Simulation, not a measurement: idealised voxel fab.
Process module in this document: voxel wiring stack
We display cut, a cross-section 275 nm in width whose square cells are each 5 nm.
A cross-section is written here as square cells arranged in a grid, and it is given in bands from the top down, each band taking up one or more rows of cells.
The entry gives the band's vertical extent as a top height and a bottom height in nm, then its horizontal make-up as materials from left to right, each with a width in nm. "blank" stands for empty space; a single material marked "everywhere" fills the band edge to edge.
The reference from which all heights are counted is 0, the level beneath which the as-received wafer is entirely one material; the lowest band, having no lower bound, proceeds downward and is written after the example "from 0 down".
Top row gets the first number, bottom row gets the second, and each row in between changes by the same step: that is how a band width like "30..40" works.
Any step labelled "nothing different" changed none of the cells in the cross-section.
Empty spaces without an open route to the top, at least 8 cells in extent, make up the entry "Enclosed internal voids"; each is given as width x height at distance, where the distance is measured from the left edge, and all are in nm.
Note: text after step settings on the step line = simulator remark on that step.
You can add "overlay nm" to a step's line. For a step with a mask, it describes how far the mask lay to the right of its planned position, and a negative number describes a lay to the left.

### Below is the list of planned process steps
- 1: RECEIVE | material Si
- 2: CONFORMAL_DEP | material SiO2 | thk nm 15
- 3: DIRECTIONAL_DEP | material TiN | thk nm 5
- 4: DIRECTIONAL_DEP | material W | thk nm 25
- 5: DIRECTIONAL_DEP | material aC | thk nm 10
- 6: PATTERN | tone cover | mask id METAL_1 | material resist | width nm 25 | pitch nm 55 | thk nm 30 | overlay nm 0
- 7: DIRECTIONAL_ETCH | etch materials aC | depth nm 10
- 8: STRIP | etch materials resist
- 9: DIRECTIONAL_ETCH | etch materials W | depth nm 25
- 10: DIRECTIONAL_ETCH | etch materials TiN | depth nm 5
- 11: STRIP | etch materials aC
- 12: FILL_DEP | material SiO2 | thk nm 5
- 13: CMP | height nm 45
- 14: CONFORMAL_DEP | material SiCN | thk nm 5
- 15: DIRECTIONAL_DEP | material SiO2 | thk nm 15
- 16: DIRECTIONAL_DEP | material aC | thk nm 15
- 17: PATTERN | tone open | mask id PLUG_1 | material resist | width nm 15 | pitch nm 110 | thk nm 35 | overlay nm 0
- 18: DIRECTIONAL_ETCH | etch materials aC | depth nm 15
- 19: STRIP | etch materials resist
- 20: DIRECTIONAL_ETCH | etch materials SiO2 | depth nm 15
- 21: DIRECTIONAL_ETCH | etch materials SiCN | depth nm 5
- 22: STRIP | etch materials aC
- 23: CONFORMAL_DEP | material TiN | thk nm 5
- 24: FILL_DEP | material Cu | thk nm 10
- 25: CMP | height nm 65
- 26: DIRECTIONAL_DEP | material TiN | thk nm 5
- 27: DIRECTIONAL_DEP | material W | thk nm 15
- 28: PATTERN | tone cover | mask id METAL_2 | material resist | width nm 25 | pitch nm 55 | thk nm 20 | overlay nm 0
- 29: DIRECTIONAL_ETCH | etch materials W | depth nm 15
- 30: DIRECTIONAL_ETCH | etch materials TiN | depth nm 5
- 31: STRIP | etch materials resist
- 32: CONFORMAL_DEP | material SiCN | thk nm 5
- 33: FILL_DEP | material SiO2 | thk nm 10
- 34: CMP | height nm 85
- 35: CONFORMAL_DEP | material SiCN | thk nm 5
- 36: DIRECTIONAL_DEP | material SiO2 | thk nm 25
- 37: PATTERN | tone open | mask id METAL_3 | material resist | width nm 25 | pitch nm 55 | thk nm 20 | overlay nm 0
- 38: DIRECTIONAL_ETCH | etch materials SiO2 | depth nm 15
- 39: STRIP | etch materials resist
- 40: PATTERN | tone open | mask id METAL_3_HOLES | material resist | width nm 15 | pitch nm 55 | thk nm 20 | overlay nm 0
- 41: DIRECTIONAL_ETCH | etch materials SiO2 | depth nm 10
- 42: DIRECTIONAL_ETCH | etch materials SiCN | depth nm 5
- 43: STRIP | etch materials resist
- 44: CONFORMAL_DEP | material TiN | thk nm 5
- 45: FILL_DEP | material Ru | thk nm 5
- 46: CMP | height nm 115
- 47: CONFORMAL_DEP | material SiCN | thk nm 5
- 48: DIRECTIONAL_DEP | material lowk | thk nm 30
- 49: DIRECTIONAL_DEP | material aC | thk nm 15
- 50: PATTERN | tone open | mask id METAL_4 | material resist | width nm 25 | pitch nm 55 | thk nm 35 | overlay nm 0
- 51: DIRECTIONAL_ETCH | etch materials aC | depth nm 15
- 52: STRIP | etch materials resist
- 53: DIRECTIONAL_ETCH | etch materials lowk | depth nm 15
- 54: STRIP | etch materials aC
- 55: DIRECTIONAL_DEP | material aC | thk nm 10
- 56: PATTERN | tone open | mask id METAL_4_HOLES | material resist | width nm 15 | pitch nm 55 | thk nm 25 | overlay nm 0
- 57: DIRECTIONAL_ETCH | etch materials aC | depth nm 10
- 58: STRIP | etch materials resist
- 59: DIRECTIONAL_ETCH | etch materials lowk | depth nm 15
- 60: DIRECTIONAL_ETCH | etch materials SiCN | depth nm 5
- 61: STRIP | etch materials aC
- 62: CONFORMAL_DEP | material TiN | thk nm 5
- 63: FILL_DEP | material Cu | thk nm 10
- 64: CMP | height nm 150
- 65: CONFORMAL_DEP | material SiN | thk nm 5

### What follows covers the first of two wafers; it ran as planned

### Delivered wafer in cross-section: state after step 1
from 0 down = Si everywhere
Enclosed internal voids: none

### Cross-section of the wafer after step 2
from 15 to 0 = SiO2 everywhere
Beneath the level 0, the cross-section is identical to its previous state.

### Cross-section of the wafer after step 3
from 20 to 15 = TiN everywhere
Beneath the level 15, the cross-section is identical to its previous state.

### Cross-section of the wafer after step 4
from 45 to 20 = W everywhere
Beneath the level 20, the cross-section is identical to its previous state.

### Cross-section of the wafer after step 5
from 55 to 45 = aC everywhere
Beneath the level 45, the cross-section is identical to its previous state.

### Cross-section of the wafer after step 6
from 85 to 55 = blank 40  resist 25  blank 30  resist 25  blank 30  resist 25  blank 30  resist 25  blank 45
Beneath the level 55, the cross-section is identical to its previous state.

### Cross-section of the wafer after step 7
from 75 to 55 = blank 40  resist 25  blank 30  resist 25  blank 30  resist 25  blank 30  resist 25  blank 45
from 55 to 45 = blank 40  aC 25  blank 30  aC 25  blank 30  aC 25  blank 30  aC 25  blank 45
Beneath the level 45, the cross-section is identical to its previous state.

### Cross-section of the wafer after step 8
from 55 to 45 = blank 40  aC 25  blank 30  aC 25  blank 30  aC 25  blank 30  aC 25  blank 45
Beneath the level 45, the cross-section is identical to its previous state.

### Cross-section of the wafer after step 9
from 55 to 45 = blank 40  aC 25  blank 30  aC 25  blank 30  aC 25  blank 30  aC 25  blank 45
from 45 to 20 = blank 40  W 25  blank 30  W 25  blank 30  W 25  blank 30  W 25  blank 45
Beneath the level 20, the cross-section is identical to its previous state.

### Cross-section of the wafer after step 10
from 55 to 45 = blank 40  aC 25  blank 30  aC 25  blank 30  aC 25  blank 30  aC 25  blank 45
from 45 to 20 = blank 40  W 25  blank 30  W 25  blank 30  W 25  blank 30  W 25  blank 45
from 20 to 15 = blank 40  TiN 25  blank 30  TiN 25  blank 30  TiN 25  blank 30  TiN 25  blank 45
Beneath the level 15, the cross-section is identical to its previous state.

### Cross-section of the wafer after step 11
from 45 to 20 = blank 40  W 25  blank 30  W 25  blank 30  W 25  blank 30  W 25  blank 45
Beneath the level 20, the cross-section is identical to its previous state.

### Cross-section of the wafer after step 12
from 50 to 45 = SiO2 everywhere
from 45 to 20 = SiO2 40  W 25  SiO2 30  W 25  SiO2 30  W 25  SiO2 30  W 25  SiO2 45
from 20 to 15 = SiO2 40  TiN 25  SiO2 30  TiN 25  SiO2 30  TiN 25  SiO2 30  TiN 25  SiO2 45
Beneath the level 15, the cross-section is identical to its previous state.

### Cross-section of the wafer after step 13
from 45 to 20 = SiO2 40  W 25  SiO2 30  W 25  SiO2 30  W 25  SiO2 30  W 25  SiO2 45
Beneath the level 20, the cross-section is identical to its previous state.

### Cross-section of the wafer after step 14
from 50 to 45 = SiCN everywhere
Beneath the level 45, the cross-section is identical to its previous state.

### Cross-section of the wafer after step 15
from 65 to 50 = SiO2 everywhere
Beneath the level 50, the cross-section is identical to its previous state.

### Cross-section of the wafer after step 16
from 80 to 65 = aC everywhere
Beneath the level 65, the cross-section is identical to its previous state.

### Cross-section of the wafer after step 17
from 115 to 80 = resist 40  blank 15  resist 95  blank 15  resist 110
Beneath the level 80, the cross-section is identical to its previous state.

### Cross-section of the wafer after step 18
from 100 to 80 = resist 40  blank 15  resist 95  blank 15  resist 110
from 80 to 65 = aC 40  blank 15  aC 95  blank 15  aC 110
Beneath the level 65, the cross-section is identical to its previous state.

### Cross-section of the wafer after step 19
from 80 to 65 = aC 40  blank 15  aC 95  blank 15  aC 110
Beneath the level 65, the cross-section is identical to its previous state.

### Cross-section of the wafer after step 20
from 80 to 65 = aC 40  blank 15  aC 95  blank 15  aC 110
from 65 to 50 = SiO2 40  blank 15  SiO2 95  blank 15  SiO2 110
Beneath the level 50, the cross-section is identical to its previous state.

### Cross-section of the wafer after step 21
from 80 to 65 = aC 40  blank 15  aC 95  blank 15  aC 110
from 65 to 50 = SiO2 40  blank 15  SiO2 95  blank 15  SiO2 110
from 50 to 45 = SiCN 40  blank 15  SiCN 95  blank 15  SiCN 110
Beneath the level 45, the cross-section is identical to its previous state.

### Cross-section of the wafer after step 22
from 65 to 50 = SiO2 40  blank 15  SiO2 95  blank 15  SiO2 110
Beneath the level 50, the cross-section is identical to its previous state.

### Cross-section of the wafer after step 23
from 70 to 65 = TiN 45  blank 5  TiN 105  blank 5  TiN 115
from 65 to 50 = SiO2 40  TiN 5  blank 5  TiN 5  SiO2 95  TiN 5  blank 5  TiN 5  SiO2 110
from 50 to 45 = SiCN 40  TiN 15  SiCN 95  TiN 15  SiCN 110
Beneath the level 45, the cross-section is identical to its previous state.

### Cross-section of the wafer after step 24
from 80 to 70 = Cu everywhere
from 70 to 65 = TiN 45  Cu 5  TiN 105  Cu 5  TiN 115
from 65 to 50 = SiO2 40  TiN 5  Cu 5  TiN 5  SiO2 95  TiN 5  Cu 5  TiN 5  SiO2 110
Beneath the level 50, the cross-section is identical to its previous state.

### Cross-section of the wafer after step 25
from 65 to 50 = SiO2 40  TiN 5  Cu 5  TiN 5  SiO2 95  TiN 5  Cu 5  TiN 5  SiO2 110
Beneath the level 50, the cross-section is identical to its previous state.

### Cross-section of the wafer after step 26
from 70 to 65 = TiN everywhere
Beneath the level 65, the cross-section is identical to its previous state.

### Cross-section of the wafer after step 27
from 85 to 70 = W everywhere
Beneath the level 70, the cross-section is identical to its previous state.

### Cross-section of the wafer after step 28
from 105 to 85 = blank 40  resist 25  blank 30  resist 25  blank 30  resist 25  blank 30  resist 25  blank 45
Beneath the level 85, the cross-section is identical to its previous state.

### Cross-section of the wafer after step 29
from 105 to 85 = blank 40  resist 25  blank 30  resist 25  blank 30  resist 25  blank 30  resist 25  blank 45
from 85 to 70 = blank 40  W 25  blank 30  W 25  blank 30  W 25  blank 30  W 25  blank 45
Beneath the level 70, the cross-section is identical to its previous state.

### Cross-section of the wafer after step 30
from 105 to 85 = blank 40  resist 25  blank 30  resist 25  blank 30  resist 25  blank 30  resist 25  blank 45
from 85 to 70 = blank 40  W 25  blank 30  W 25  blank 30  W 25  blank 30  W 25  blank 45
from 70 to 65 = blank 40  TiN 25  blank 30  TiN 25  blank 30  TiN 25  blank 30  TiN 25  blank 45
Beneath the level 65, the cross-section is identical to its previous state.

### Cross-section of the wafer after step 31
from 85 to 70 = blank 40  W 25  blank 30  W 25  blank 30  W 25  blank 30  W 25  blank 45
Beneath the level 70, the cross-section is identical to its previous state.

### Cross-section of the wafer after step 32
from 90 to 85 = blank 35  SiCN 35  blank 20  SiCN 35  blank 20  SiCN 35  blank 20  SiCN 35  blank 40
from 85 to 70 = blank 35  SiCN 5  W 25  SiCN 5  blank 20  SiCN 5  W 25  SiCN 5  blank 20  SiCN 5  W 25  SiCN 5  blank 20  SiCN 5  W 25  SiCN 5  blank 40
from 70 to 65 = SiCN 40  TiN 25  SiCN 30  TiN 25  SiCN 30  TiN 25  SiCN 30  TiN 25  SiCN 45
Beneath the level 65, the cross-section is identical to its previous state.

### Cross-section of the wafer after step 33
from 100 to 90 = SiO2 everywhere
from 90 to 85 = SiO2 35  SiCN 35  SiO2 20  SiCN 35  SiO2 20  SiCN 35  SiO2 20  SiCN 35  SiO2 40
from 85 to 70 = SiO2 35  SiCN 5  W 25  SiCN 5  SiO2 20  SiCN 5  W 25  SiCN 5  SiO2 20  SiCN 5  W 25  SiCN 5  SiO2 20  SiCN 5  W 25  SiCN 5  SiO2 40
Beneath the level 70, the cross-section is identical to its previous state.

### Cross-section of the wafer after step 34
from 85 to 70 = SiO2 35  SiCN 5  W 25  SiCN 5  SiO2 20  SiCN 5  W 25  SiCN 5  SiO2 20  SiCN 5  W 25  SiCN 5  SiO2 20  SiCN 5  W 25  SiCN 5  SiO2 40
Beneath the level 70, the cross-section is identical to its previous state.

### Cross-section of the wafer after step 35
from 90 to 85 = SiCN everywhere
Beneath the level 85, the cross-section is identical to its previous state.

### Cross-section of the wafer after step 36
from 115 to 90 = SiO2 everywhere
Beneath the level 90, the cross-section is identical to its previous state.

### Cross-section of the wafer after step 37
from 135 to 115 = resist 40  blank 25  resist 30  blank 25  resist 30  blank 25  resist 30  blank 25  resist 45
Beneath the level 115, the cross-section is identical to its previous state.

### Cross-section of the wafer after step 38
from 135 to 115 = resist 40  blank 25  resist 30  blank 25  resist 30  blank 25  resist 30  blank 25  resist 45
from 115 to 100 = SiO2 40  blank 25  SiO2 30  blank 25  SiO2 30  blank 25  SiO2 30  blank 25  SiO2 45
Beneath the level 100, the cross-section is identical to its previous state.

### Cross-section of the wafer after step 39
from 115 to 100 = SiO2 40  blank 25  SiO2 30  blank 25  SiO2 30  blank 25  SiO2 30  blank 25  SiO2 45
Beneath the level 100, the cross-section is identical to its previous state.

### Cross-section of the wafer after step 40
from 135 to 115 = resist 40  blank 15  resist 40  blank 15  resist 40  blank 15  resist 40  blank 15  resist 55
from 115 to 100 = SiO2 40  blank 15  resist 10  SiO2 30  blank 15  resist 10  SiO2 30  blank 15  resist 10  SiO2 30  blank 15  resist 10  SiO2 45
Beneath the level 100, the cross-section is identical to its previous state.

### Cross-section of the wafer after step 41
from 135 to 115 = resist 40  blank 15  resist 40  blank 15  resist 40  blank 15  resist 40  blank 15  resist 55
from 115 to 100 = SiO2 40  blank 15  resist 10  SiO2 30  blank 15  resist 10  SiO2 30  blank 15  resist 10  SiO2 30  blank 15  resist 10  SiO2 45
from 100 to 90 = SiO2 40  blank 15  SiO2 40  blank 15  SiO2 40  blank 15  SiO2 40  blank 15  SiO2 55
Beneath the level 90, the cross-section is identical to its previous state.

### Cross-section of the wafer after step 42
from 135 to 115 = resist 40  blank 15  resist 40  blank 15  resist 40  blank 15  resist 40  blank 15  resist 55
from 115 to 100 = SiO2 40  blank 15  resist 10  SiO2 30  blank 15  resist 10  SiO2 30  blank 15  resist 10  SiO2 30  blank 15  resist 10  SiO2 45
from 100 to 90 = SiO2 40  blank 15  SiO2 40  blank 15  SiO2 40  blank 15  SiO2 40  blank 15  SiO2 55
from 90 to 85 = SiCN 40  blank 15  SiCN 40  blank 15  SiCN 40  blank 15  SiCN 40  blank 15  SiCN 55
Beneath the level 85, the cross-section is identical to its previous state.

### Cross-section of the wafer after step 43
from 115 to 100 = SiO2 40  blank 25  SiO2 30  blank 25  SiO2 30  blank 25  SiO2 30  blank 25  SiO2 45
Beneath the level 100, the cross-section is identical to its previous state.

### Cross-section of the wafer after step 44
from 120 to 115 = TiN 45  blank 15  TiN 40  blank 15  TiN 40  blank 15  TiN 40  blank 15  TiN 50
from 115 to 105 = SiO2 40  TiN 5  blank 15  TiN 5  SiO2 30  TiN 5  blank 15  TiN 5  SiO2 30  TiN 5  blank 15  TiN 5  SiO2 30  TiN 5  blank 15  TiN 5  SiO2 45
from 105 to 100 = SiO2 40  TiN 5  blank 5  TiN 15  SiO2 30  TiN 5  blank 5  TiN 15  SiO2 30  TiN 5  blank 5  TiN 15  SiO2 30  TiN 5  blank 5  TiN 15  SiO2 45
from 100 to 90 = SiO2 40  TiN 5  blank 5  TiN 5  SiO2 40  TiN 5  blank 5  TiN 5  SiO2 40  TiN 5  blank 5  TiN 5  SiO2 40  TiN 5  blank 5  TiN 5  SiO2 55
from 90 to 85 = SiCN 40  TiN 15  SiCN 40  TiN 15  SiCN 40  TiN 15  SiCN 40  TiN 15  SiCN 55
Beneath the level 85, the cross-section is identical to its previous state.

### Cross-section of the wafer after step 45
from 125 to 120 = Ru everywhere
from 120 to 115 = TiN 45  Ru 15  TiN 40  Ru 15  TiN 40  Ru 15  TiN 40  Ru 15  TiN 50
from 115 to 105 = SiO2 40  TiN 5  Ru 15  TiN 5  SiO2 30  TiN 5  Ru 15  TiN 5  SiO2 30  TiN 5  Ru 15  TiN 5  SiO2 30  TiN 5  Ru 15  TiN 5  SiO2 45
from 105 to 100 = SiO2 40  TiN 5  Ru 5  TiN 15  SiO2 30  TiN 5  Ru 5  TiN 15  SiO2 30  TiN 5  Ru 5  TiN 15  SiO2 30  TiN 5  Ru 5  TiN 15  SiO2 45
from 100 to 90 = SiO2 40  TiN 5  Ru 5  TiN 5  SiO2 40  TiN 5  Ru 5  TiN 5  SiO2 40  TiN 5  Ru 5  TiN 5  SiO2 40  TiN 5  Ru 5  TiN 5  SiO2 55
Beneath the level 90, the cross-section is identical to its previous state.

### Cross-section of the wafer after step 46
from 115 to 105 = SiO2 40  TiN 5  Ru 15  TiN 5  SiO2 30  TiN 5  Ru 15  TiN 5  SiO2 30  TiN 5  Ru 15  TiN 5  SiO2 30  TiN 5  Ru 15  TiN 5  SiO2 45
Beneath the level 105, the cross-section is identical to its previous state.

### Cross-section of the wafer after step 47
from 120 to 115 = SiCN everywhere
Beneath the level 115, the cross-section is identical to its previous state.

### Cross-section of the wafer after step 48
from 150 to 120 = lowk everywhere
Beneath the level 120, the cross-section is identical to its previous state.

### Cross-section of the wafer after step 49
from 165 to 150 = aC everywhere
Beneath the level 150, the cross-section is identical to its previous state.

### Cross-section of the wafer after step 50
from 200 to 165 = resist 40  blank 25  resist 30  blank 25  resist 30  blank 25  resist 30  blank 25  resist 45
Beneath the level 165, the cross-section is identical to its previous state.

### Cross-section of the wafer after step 51
from 185 to 165 = resist 40  blank 25  resist 30  blank 25  resist 30  blank 25  resist 30  blank 25  resist 45
from 165 to 150 = aC 40  blank 25  aC 30  blank 25  aC 30  blank 25  aC 30  blank 25  aC 45
Beneath the level 150, the cross-section is identical to its previous state.

### Cross-section of the wafer after step 52
from 165 to 150 = aC 40  blank 25  aC 30  blank 25  aC 30  blank 25  aC 30  blank 25  aC 45
Beneath the level 150, the cross-section is identical to its previous state.

### Cross-section of the wafer after step 53
from 165 to 150 = aC 40  blank 25  aC 30  blank 25  aC 30  blank 25  aC 30  blank 25  aC 45
from 150 to 135 = lowk 40  blank 25  lowk 30  blank 25  lowk 30  blank 25  lowk 30  blank 25  lowk 45
Beneath the level 135, the cross-section is identical to its previous state.

### Cross-section of the wafer after step 54
from 150 to 135 = lowk 40  blank 25  lowk 30  blank 25  lowk 30  blank 25  lowk 30  blank 25  lowk 45
Beneath the level 135, the cross-section is identical to its previous state.

### Cross-section of the wafer after step 55
from 160 to 150 = aC 40  blank 25  aC 30  blank 25  aC 30  blank 25  aC 30  blank 25  aC 45
from 150 to 145 = lowk 40  blank 25  lowk 30  blank 25  lowk 30  blank 25  lowk 30  blank 25  lowk 45
from 145 to 135 = lowk 40  aC 25  lowk 30  aC 25  lowk 30  aC 25  lowk 30  aC 25  lowk 45
Beneath the level 135, the cross-section is identical to its previous state.

### Cross-section of the wafer after step 56
from 185 to 160 = resist 40  blank 15  resist 40  blank 15  resist 40  blank 15  resist 40  blank 15  resist 55
from 160 to 150 = aC 40  blank 15  resist 10  aC 30  blank 15  resist 10  aC 30  blank 15  resist 10  aC 30  blank 15  resist 10  aC 45
from 150 to 145 = lowk 40  blank 15  resist 10  lowk 30  blank 15  resist 10  lowk 30  blank 15  resist 10  lowk 30  blank 15  resist 10  lowk 45
Beneath the level 145, the cross-section is identical to its previous state.

### Cross-section of the wafer after step 57
from 175 to 160 = resist 40  blank 15  resist 40  blank 15  resist 40  blank 15  resist 40  blank 15  resist 55
from 160 to 150 = aC 40  blank 15  resist 10  aC 30  blank 15  resist 10  aC 30  blank 15  resist 10  aC 30  blank 15  resist 10  aC 45
from 150 to 145 = lowk 40  blank 15  resist 10  lowk 30  blank 15  resist 10  lowk 30  blank 15  resist 10  lowk 30  blank 15  resist 10  lowk 45
from 145 to 135 = lowk 40  blank 15  aC 10  lowk 30  blank 15  aC 10  lowk 30  blank 15  aC 10  lowk 30  blank 15  aC 10  lowk 45
Beneath the level 135, the cross-section is identical to its previous state.

### Cross-section of the wafer after step 58
from 160 to 150 = aC 40  blank 25  aC 30  blank 25  aC 30  blank 25  aC 30  blank 25  aC 45
from 150 to 145 = lowk 40  blank 25  lowk 30  blank 25  lowk 30  blank 25  lowk 30  blank 25  lowk 45
Beneath the level 145, the cross-section is identical to its previous state.

### Cross-section of the wafer after step 59
from 160 to 150 = aC 40  blank 25  aC 30  blank 25  aC 30  blank 25  aC 30  blank 25  aC 45
from 150 to 145 = lowk 40  blank 25  lowk 30  blank 25  lowk 30  blank 25  lowk 30  blank 25  lowk 45
from 145 to 135 = lowk 40  blank 15  aC 10  lowk 30  blank 15  aC 10  lowk 30  blank 15  aC 10  lowk 30  blank 15  aC 10  lowk 45
from 135 to 120 = lowk 40  blank 15  lowk 40  blank 15  lowk 40  blank 15  lowk 40  blank 15  lowk 55
Beneath the level 120, the cross-section is identical to its previous state.

### Cross-section of the wafer after step 60
from 160 to 150 = aC 40  blank 25  aC 30  blank 25  aC 30  blank 25  aC 30  blank 25  aC 45
from 150 to 145 = lowk 40  blank 25  lowk 30  blank 25  lowk 30  blank 25  lowk 30  blank 25  lowk 45
from 145 to 135 = lowk 40  blank 15  aC 10  lowk 30  blank 15  aC 10  lowk 30  blank 15  aC 10  lowk 30  blank 15  aC 10  lowk 45
from 135 to 120 = lowk 40  blank 15  lowk 40  blank 15  lowk 40  blank 15  lowk 40  blank 15  lowk 55
from 120 to 115 = SiCN 40  blank 15  SiCN 40  blank 15  SiCN 40  blank 15  SiCN 40  blank 15  SiCN 55
Beneath the level 115, the cross-section is identical to its previous state.

### Cross-section of the wafer after step 61
from 150 to 135 = lowk 40  blank 25  lowk 30  blank 25  lowk 30  blank 25  lowk 30  blank 25  lowk 45
Beneath the level 135, the cross-section is identical to its previous state.

### Cross-section of the wafer after step 62
from 155 to 150 = TiN 45  blank 15  TiN 40  blank 15  TiN 40  blank 15  TiN 40  blank 15  TiN 50
from 150 to 140 = lowk 40  TiN 5  blank 15  TiN 5  lowk 30  TiN 5  blank 15  TiN 5  lowk 30  TiN 5  blank 15  TiN 5  lowk 30  TiN 5  blank 15  TiN 5  lowk 45
from 140 to 135 = lowk 40  TiN 5  blank 5  TiN 15  lowk 30  TiN 5  blank 5  TiN 15  lowk 30  TiN 5  blank 5  TiN 15  lowk 30  TiN 5  blank 5  TiN 15  lowk 45
from 135 to 120 = lowk 40  TiN 5  blank 5  TiN 5  lowk 40  TiN 5  blank 5  TiN 5  lowk 40  TiN 5  blank 5  TiN 5  lowk 40  TiN 5  blank 5  TiN 5  lowk 55
from 120 to 115 = SiCN 40  TiN 15  SiCN 40  TiN 15  SiCN 40  TiN 15  SiCN 40  TiN 15  SiCN 55
Beneath the level 115, the cross-section is identical to its previous state.

### Cross-section of the wafer after step 63
from 165 to 155 = Cu everywhere
from 155 to 150 = TiN 45  Cu 15  TiN 40  Cu 15  TiN 40  Cu 15  TiN 40  Cu 15  TiN 50
from 150 to 140 = lowk 40  TiN 5  Cu 15  TiN 5  lowk 30  TiN 5  Cu 15  TiN 5  lowk 30  TiN 5  Cu 15  TiN 5  lowk 30  TiN 5  Cu 15  TiN 5  lowk 45
from 140 to 135 = lowk 40  TiN 5  Cu 5  TiN 15  lowk 30  TiN 5  Cu 5  TiN 15  lowk 30  TiN 5  Cu 5  TiN 15  lowk 30  TiN 5  Cu 5  TiN 15  lowk 45
from 135 to 120 = lowk 40  TiN 5  Cu 5  TiN 5  lowk 40  TiN 5  Cu 5  TiN 5  lowk 40  TiN 5  Cu 5  TiN 5  lowk 40  TiN 5  Cu 5  TiN 5  lowk 55
Beneath the level 120, the cross-section is identical to its previous state.

### Cross-section of the wafer after step 64
from 150 to 140 = lowk 40  TiN 5  Cu 15  TiN 5  lowk 30  TiN 5  Cu 15  TiN 5  lowk 30  TiN 5  Cu 15  TiN 5  lowk 30  TiN 5  Cu 15  TiN 5  lowk 45
Beneath the level 140, the cross-section is identical to its previous state.

### Cross-section of the wafer after step 65
from 155 to 150 = SiN everywhere
Beneath the level 150, the cross-section is identical to its previous state.

### Wafer two. Identical start, identical plan. One mistake in execution. Identical history through step 46

### Second wafer, cut view, end of step 47 per plan
from 145 to 115 = lowk everywhere
Beneath the level 115, the cross-section is identical to its previous state.

### Second wafer, cut view, end of step 48 per plan
from 150 to 145 = SiCN everywhere
Beneath the level 145, the cross-section is identical to its previous state.

### Second wafer, cut view, end of step 49 per plan
from 165 to 150 = aC everywhere
Beneath the level 150, the cross-section is identical to its previous state.

### Second wafer, cut view, end of step 50 per plan
from 200 to 165 = resist 40  blank 25  resist 30  blank 25  resist 30  blank 25  resist 30  blank 25  resist 45
Beneath the level 165, the cross-section is identical to its previous state.

### Second wafer, cut view, end of step 51 per plan
from 185 to 165 = resist 40  blank 25  resist 30  blank 25  resist 30  blank 25  resist 30  blank 25  resist 45
from 165 to 150 = aC 40  blank 25  aC 30  blank 25  aC 30  blank 25  aC 30  blank 25  aC 45
Beneath the level 150, the cross-section is identical to its previous state.

### Second wafer, cut view, end of step 52 per plan
from 165 to 150 = aC 40  blank 25  aC 30  blank 25  aC 30  blank 25  aC 30  blank 25  aC 45
Beneath the level 150, the cross-section is identical to its previous state.

Second wafer, cut view, end of step 53 per plan: nothing different

### Second wafer, cut view, end of step 54 per plan
from 150 to 145 = SiCN everywhere
Beneath the level 145, the cross-section is identical to its previous state.

### Second wafer, cut view, end of step 55 per plan
from 160 to 150 = aC everywhere
Beneath the level 150, the cross-section is identical to its previous state.

### Second wafer, cut view, end of step 56 per plan
from 185 to 160 = resist 40  blank 15  resist 40  blank 15  resist 40  blank 15  resist 40  blank 15  resist 55
Beneath the level 160, the cross-section is identical to its previous state.

### Second wafer, cut view, end of step 57 per plan
from 175 to 160 = resist 40  blank 15  resist 40  blank 15  resist 40  blank 15  resist 40  blank 15  resist 55
from 160 to 150 = aC 40  blank 15  aC 40  blank 15  aC 40  blank 15  aC 40  blank 15  aC 55
Beneath the level 150, the cross-section is identical to its previous state.

### Second wafer, cut view, end of step 58 per plan
from 160 to 150 = aC 40  blank 15  aC 40  blank 15  aC 40  blank 15  aC 40  blank 15  aC 55
Beneath the level 150, the cross-section is identical to its previous state.

Second wafer, cut view, end of step 59 per plan: nothing different

### Second wafer, cut view, end of step 60 per plan
from 160 to 150 = aC 40  blank 15  aC 40  blank 15  aC 40  blank 15  aC 40  blank 15  aC 55
from 150 to 145 = SiCN 40  blank 15  SiCN 40  blank 15  SiCN 40  blank 15  SiCN 40  blank 15  SiCN 55
Beneath the level 145, the cross-section is identical to its previous state.

### Second wafer, cut view, end of step 61 per plan
from 150 to 145 = SiCN 40  blank 15  SiCN 40  blank 15  SiCN 40  blank 15  SiCN 40  blank 15  SiCN 55
Beneath the level 145, the cross-section is identical to its previous state.

### Second wafer, cut view, end of step 62 per plan
from 155 to 150 = TiN 45  blank 5  TiN 50  blank 5  TiN 50  blank 5  TiN 50  blank 5  TiN 60
from 150 to 145 = SiCN 40  TiN 15  SiCN 40  TiN 15  SiCN 40  TiN 15  SiCN 40  TiN 15  SiCN 55
Beneath the level 145, the cross-section is identical to its previous state.

### Second wafer, cut view, end of step 63 per plan
from 165 to 155 = Cu everywhere
from 155 to 150 = TiN 45  Cu 5  TiN 50  Cu 5  TiN 50  Cu 5  TiN 50  Cu 5  TiN 60
Beneath the level 150, the cross-section is identical to its previous state.

### Second wafer, cut view, end of step 64 per plan
from 150 to 145 = SiCN 40  TiN 15  SiCN 40  TiN 15  SiCN 40  TiN 15  SiCN 40  TiN 15  SiCN 55
Beneath the level 145, the cross-section is identical to its previous state.

### Second wafer, cut view, end of step 65 per plan
from 155 to 150 = SiN everywhere
Beneath the level 150, the cross-section is identical to its previous state.
Which mistake was made when the wafer was run? the run placed steps 47 and 48 each in the position the plan gave to the other
Final comparison by cell count, materials where the second wafer has more or fewer than the first: Cu -40 | TiN -56 | lowk +96
